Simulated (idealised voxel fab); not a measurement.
A process module follows: voxel self aligned vias.
We display cut, a cross-section 195 nm in width whose square cells are each 5 nm.
In what follows, cross-sections appear as grids of square cells, described through bands that run from the top down, where every band is one or more rows of cells.
Read a band's entry like this: the first values are the height of its top and the height of its bottom in nm, and what follows is the sequence of materials from left to right, each with its width in nm. Note that "air" is empty space, and that a single material marked "everywhere" reaches across the band from edge to edge.
Note: height 0 marks the level under which the wafer is uniformly one material as received. Lowest band unbounded below, written "0..down".
Read "30..40" as a graded width: first number on top, second number at the bottom, same change between each pair of neighbouring rows.
Any step labelled "remains unaltered" changed none of the cells in the cross-section.
Basically, "Trapped voids" tells you about the enclosed voids: empty spaces with no open way to the top, 8 cells or bigger, each written width x height at distance, where distance is from the left edge, all in nm.
On a step's line, text after the settings is the simulator commenting on that step.
"overlay nm" answers the question of how far to the right of plan the mask lay on a step that has a mask, and when it is negative the answer is to the left.
## Below is the list of planned process steps
- 1: op RECEIVE | material Si
- 2: op CONFORMAL_DEP | material SiO2 | thk nm 10
- 3: op CONFORMAL_DEP | material SiCN | thk nm 5
- 4: op DIRECTIONAL_DEP | material SiO2 | thk nm 30
- 5: op MASKED_ETCH | tone open | mask id LINES | width nm 20 | pitch nm 60 | etch materials SiO2 | depth nm 30 | overlay nm -15
- 6: op CONFORMAL_DEP | material TiN | thk nm 5
- 7: op FILL_DEP | material Ru | thk nm 10
- 8: op CMP | height nm 45
- 9: op SELECTIVE_ETCH | etch materials W Ru TiN | depth nm 5
- 10: op FILL_DEP | material SiN | thk nm 5
- 11: op CMP | height nm 45
- 12: op DIRECTIONAL_DEP | material SiO2 | thk nm 20
- 13: op DIRECTIONAL_DEP | material aC | thk nm 10
- 14: op PATTERN | tone open | mask id VIAS | material resist | width nm 40 | pitch nm 60 | thk nm 30 | overlay nm 0
- 15: op DIRECTIONAL_ETCH | etch materials aC | depth nm 10
- 16: op STRIP | etch materials resist
- 17: op DIRECTIONAL_ETCH | etch materials SiO2 | depth nm 20
- 18: op DIRECTIONAL_ETCH | etch materials SiN | depth nm 5
- 19: op STRIP | etch materials aC
- 20: op CONFORMAL_DEP | material TiN | thk nm 5
- 21: op FILL_DEP | material W | thk nm 10
- 22: op CMP | height nm 65
- 23: op CONFORMAL_DEP | material SiCN | thk nm 5
The wafers in this document start out alike and differ in the overlay nm applied at step 5; the plan shows the value used for the first wafer.
## Step 1 complete: as-received cross-section of the first of several wafers
  0..down: Si everywhere
  Trapped voids: none
## Below, a row for every wafer. Read it as the end-of-module picture: for each material the wafer shows its cells gained (+) or lost (-) since it was received, and then its closed voids
overlay nm -15; +16 Ru; +78 SiCN; +2 SiN; +356 SiO2; +56 TiN; +38 W; Trapped voids: none
overlay nm -10; +16 Ru; +78 SiCN; +356 SiO2; +56 TiN; +40 W; Trapped voids: none
overlay nm -5; +16 Ru; +78 SiCN; +356 SiO2; +56 TiN; +40 W; Trapped voids: none
overlay nm 0; +16 Ru; +78 SiCN; +356 SiO2; +56 TiN; +40 W; Trapped voids: none
overlay nm 5; +16 Ru; +78 SiCN; +356 SiO2; +56 TiN; +40 W; Trapped voids: none
overlay nm 10; +16 Ru; +78 SiCN; +356 SiO2; +56 TiN; +40 W; Trapped voids: none
overlay nm 15; +16 Ru; +78 SiCN; +2 SiN; +356 SiO2; +56 TiN; +38 W; Trapped voids: none
